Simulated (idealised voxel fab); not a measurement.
process module | voxel capacitor over wiring
cross-section cut | 295 nm wide | cells 5 nm
A cross-section is a grid of square cells, given in bands from the top down. A band is one or more rows of cells.
Each band's line starts with the height of the band's top and of its bottom, in nm. Then come its materials from left to right, each with its width in nm. One material with "throughout" fills the band from edge to edge. "air" is empty space.
Height 0 is the level under which the wafer as received is all one material. The lowest band goes on downwards, as in "0 down".
A width such as "30 to 40" changes by the same amount from each row of cells to the next, from the band's top row to its bottom row.
"no change" after a step means that no cell of the cross-section changed.
closed voids: empty space of 8 cells or more with no open way to the top, each as width x height at its distance from the left edge, in nm
after a step's settings: what the simulator itself notes on the step
overlay nm, on a step with a mask: how far to the right of its planned place the mask lay; to the left if negative
plan
1 op RECEIVE | material Si
2 op CONFORMAL_DEP | material SiO2 | thk nm 10
3 op DIRECTIONAL_DEP | material TiN | thk nm 5
4 op DIRECTIONAL_DEP | material W | thk nm 25
5 op MASKED_ETCH | tone cover | mask id METAL_1 | width nm 20 | pitch nm 80 | etch materials W | depth nm 25 | overlay nm 0
6 op MASKED_ETCH | tone cover | mask id METAL_1 | width nm 20 | pitch nm 80 | etch materials TiN | depth nm 5 | overlay nm 0
7 op FILL_DEP | material SiO2 | thk nm 5
8 op CMP | height nm 40
9 op CONFORMAL_DEP | material SiCN | thk nm 5
10 op DIRECTIONAL_DEP | material SiO2 | thk nm 15
11 op DIRECTIONAL_DEP | material aC | thk nm 10
12 op PATTERN | tone open | mask id PLUG_1 | material resist | width nm 15 | thk nm 25 | overlay nm 0
13 op DIRECTIONAL_ETCH | etch materials aC | depth nm 10
14 op STRIP | etch materials resist
15 op DIRECTIONAL_ETCH | etch materials SiO2 | depth nm 15
16 op DIRECTIONAL_ETCH | etch materials SiCN | depth nm 5
17 op STRIP | etch materials aC
18 op EPI | material Ru | thk nm 10
19 op EPI | material Ru | thk nm 10
20 op DIRECTIONAL_DEP | material TiN | thk nm 5
21 op DIRECTIONAL_DEP | material Al2O3 | thk nm 5
22 op DIRECTIONAL_DEP | material TiN | thk nm 10
23 op MASKED_ETCH | tone cover | mask id UPPER_PLATE | width nm 65 | etch materials TiN | depth nm 10 | overlay nm 0
24 op MASKED_ETCH | tone cover | mask id UPPER_PLATE | width nm 65 | etch materials Al2O3 | depth nm 5 | overlay nm 0
25 op PATTERN | tone cover | mask id LOWER_PLATE | material resist | width nm 75 | thk nm 15 | overlay nm 0
26 op DIRECTIONAL_ETCH | etch materials TiN | depth nm 5
27 op STRIP | etch materials resist
28 op FILL_DEP | material SiO2 | thk nm 20
29 op CMP | height nm 95
30 op DIRECTIONAL_DEP | material aC | thk nm 15
31 op PATTERN | tone open | mask id PLUG_2 | material resist | width nm 15 | thk nm 30 | overlay nm 0
32 op DIRECTIONAL_ETCH | etch materials aC | depth nm 15
33 op STRIP | etch materials resist
34 op DIRECTIONAL_ETCH | etch materials SiO2 | depth nm 15
35 op STRIP | etch materials aC
36 op CONFORMAL_DEP | material TiN | thk nm 5
37 op FILL_DEP | material Ru | thk nm 5
38 op CMP | height nm 95
39 op CONFORMAL_DEP | material SiCN | thk nm 5
first wafer, as planned
as received, after step 1
  0 down: Si throughout
  closed voids: none
after step 2
  10 to 0: SiO2 throughout
  below 0: unchanged
after step 3
  15 to 10: TiN throughout
  below 10: unchanged
after step 4
  40 to 15: W throughout
  below 15: unchanged
after step 5
  40 to 15: air 95 | W 20 | air 60 | W 20 | air 100
  below 15: unchanged
after step 6
  40 to 15: air 95 | W 20 | air 60 | W 20 | air 100
  15 to 10: air 95 | TiN 20 | air 60 | TiN 20 | air 100
  below 10: unchanged
after step 7
  45 to 40: SiO2 throughout
  40 to 15: SiO2 95 | W 20 | SiO2 60 | W 20 | SiO2 100
  15 to 10: SiO2 95 | TiN 20 | SiO2 60 | TiN 20 | SiO2 100
  below 10: unchanged
after step 8
  40 to 15: SiO2 95 | W 20 | SiO2 60 | W 20 | SiO2 100
  below 15: unchanged
after step 9
  45 to 40: SiCN throughout
  below 40: unchanged
after step 10
  60 to 45: SiO2 throughout
  below 45: unchanged
after step 11
  70 to 60: aC throughout
  below 60: unchanged
after step 12
  95 to 70: resist 100 | air 15 | resist 180
  below 70: unchanged
after step 13
  85 to 70: resist 100 | air 15 | resist 180
  70 to 60: aC 100 | air 15 | aC 180
  below 60: unchanged
after step 14
  70 to 60: aC 100 | air 15 | aC 180
  below 60: unchanged
after step 15
  70 to 60: aC 100 | air 15 | aC 180
  60 to 45: SiO2 100 | air 15 | SiO2 180
  below 45: unchanged
after step 16
  70 to 60: aC 100 | air 15 | aC 180
  60 to 45: SiO2 100 | air 15 | SiO2 180
  45 to 40: SiCN 100 | air 15 | SiCN 180
  below 40: unchanged
after step 17
  60 to 45: SiO2 100 | air 15 | SiO2 180
  below 45: unchanged
after step 18
  60 to 50: SiO2 100 | air 15 | SiO2 180
  50 to 45: SiO2 100 | Ru 15 | SiO2 180
  45 to 40: SiCN 100 | Ru 15 | SiCN 180
  below 40: unchanged
after step 19
  60 to 45: SiO2 100 | Ru 15 | SiO2 180
  below 45: unchanged
after step 20
  65 to 60: TiN throughout
  below 60: unchanged
after step 21
  70 to 65: Al2O3 throughout
  below 65: unchanged
after step 22
  80 to 70: TiN throughout
  below 70: unchanged
after step 23
  80 to 70: air 100 | TiN 65 | air 130
  below 70: unchanged
after step 24
  80 to 70: air 100 | TiN 65 | air 130
  70 to 65: air 100 | Al2O3 65 | air 130
  below 65: unchanged
after step 25
  95 to 80: air 95 | resist 75 | air 125
  80 to 70: air 95 | resist 5 | TiN 65 | resist 5 | air 125
  70 to 65: air 95 | resist 5 | Al2O3 65 | resist 5 | air 125
  below 65: unchanged
after step 26
  95 to 80: air 95 | resist 75 | air 125
  80 to 70: air 95 | resist 5 | TiN 65 | resist 5 | air 125
  70 to 65: air 95 | resist 5 | Al2O3 65 | resist 5 | air 125
  65 to 60: air 95 | TiN 75 | air 125
  below 60: unchanged
after step 27
  80 to 70: air 100 | TiN 65 | air 130
  70 to 65: air 100 | Al2O3 65 | air 130
  below 65: unchanged
after step 28
  100 to 80: SiO2 throughout
  80 to 70: SiO2 100 | TiN 65 | SiO2 130
  70 to 65: SiO2 100 | Al2O3 65 | SiO2 130
  65 to 60: SiO2 95 | TiN 75 | SiO2 125
  below 60: unchanged
after step 29
  95 to 80: SiO2 throughout
  below 80: unchanged
after step 30
  110 to 95: aC throughout
  below 95: unchanged
after step 31
  140 to 110: resist 110 | air 15 | resist 170
  below 110: unchanged
after step 32
  125 to 110: resist 110 | air 15 | resist 170
  110 to 95: aC 110 | air 15 | aC 170
  below 95: unchanged
after step 33
  110 to 95: aC 110 | air 15 | aC 170
  below 95: unchanged
after step 34
  110 to 95: aC 110 | air 15 | aC 170
  95 to 80: SiO2 110 | air 15 | SiO2 170
  below 80: unchanged
after step 35
  95 to 80: SiO2 110 | air 15 | SiO2 170
  below 80: unchanged
after step 36
  100 to 95: TiN 115 | air 5 | TiN 175
  95 to 85: SiO2 110 | TiN 5 | air 5 | TiN 5 | SiO2 170
  85 to 80: SiO2 110 | TiN 15 | SiO2 170
  below 80: unchanged
after step 37
  105 to 100: Ru throughout
  100 to 95: TiN 115 | Ru 5 | TiN 175
  95 to 85: SiO2 110 | TiN 5 | Ru 5 | TiN 5 | SiO2 170
  below 85: unchanged
after step 38
  95 to 85: SiO2 110 | TiN 5 | Ru 5 | TiN 5 | SiO2 170
  below 85: unchanged
after step 39
  100 to 95: SiCN throughout
  below 95: unchanged
second wafer: like start, like plan, one mistake. Through step 24 it matches the first wafer
when step 25 should have ended
  95 to 80: air 100 | resist 65 | air 130
  below 80: unchanged
when step 26 should have ended
  95 to 80: air 100 | resist 65 | air 130
  80 to 70: air 100 | TiN 65 | air 130
  70 to 65: air 100 | Al2O3 65 | air 130
  65 to 60: air 100 | TiN 65 | air 130
  below 60: unchanged
when step 27 should have ended
  80 to 70: air 100 | TiN 65 | air 130
  below 70: unchanged
when step 28 should have ended
  100 to 80: SiO2 throughout
  80 to 70: SiO2 100 | TiN 65 | SiO2 130
  70 to 65: SiO2 100 | Al2O3 65 | SiO2 130
  65 to 60: SiO2 100 | TiN 65 | SiO2 130
  below 60: unchanged
when step 29 should have ended
  95 to 80: SiO2 throughout
  below 80: unchanged
when step 30 should have ended
  110 to 95: aC throughout
  below 95: unchanged
when step 31 should have ended
  140 to 110: resist 110 | air 15 | resist 170
  below 110: unchanged
when step 32 should have ended
  125 to 110: resist 110 | air 15 | resist 170
  110 to 95: aC 110 | air 15 | aC 170
  below 95: unchanged
when step 33 should have ended
  110 to 95: aC 110 | air 15 | aC 170
  below 95: unchanged
when step 34 should have ended
  110 to 95: aC 110 | air 15 | aC 170
  95 to 80: SiO2 110 | air 15 | SiO2 170
  below 80: unchanged
when step 35 should have ended
  95 to 80: SiO2 110 | air 15 | SiO2 170
  below 80: unchanged
when step 36 should have ended
  100 to 95: TiN 115 | air 5 | TiN 175
  95 to 85: SiO2 110 | TiN 5 | air 5 | TiN 5 | SiO2 170
  85 to 80: SiO2 110 | TiN 15 | SiO2 170
  below 80: unchanged
when step 37 should have ended
  105 to 100: Ru throughout
  100 to 95: TiN 115 | Ru 5 | TiN 175
  95 to 85: SiO2 110 | TiN 5 | Ru 5 | TiN 5 | SiO2 170
  below 85: unchanged
when step 38 should have ended
  95 to 85: SiO2 110 | TiN 5 | Ru 5 | TiN 5 | SiO2 170
  below 85: unchanged
when step 39 should have ended
  100 to 95: SiCN throughout
  below 95: unchanged
what went wrong: step 25 ran as: op PATTERN | tone cover | mask id LOWER_PLATE | material resist | width nm 65 | thk nm 15 | overlay nm 0
at the end the second wafer has, in cells: 2 more of SiO2 | 2 fewer of TiN
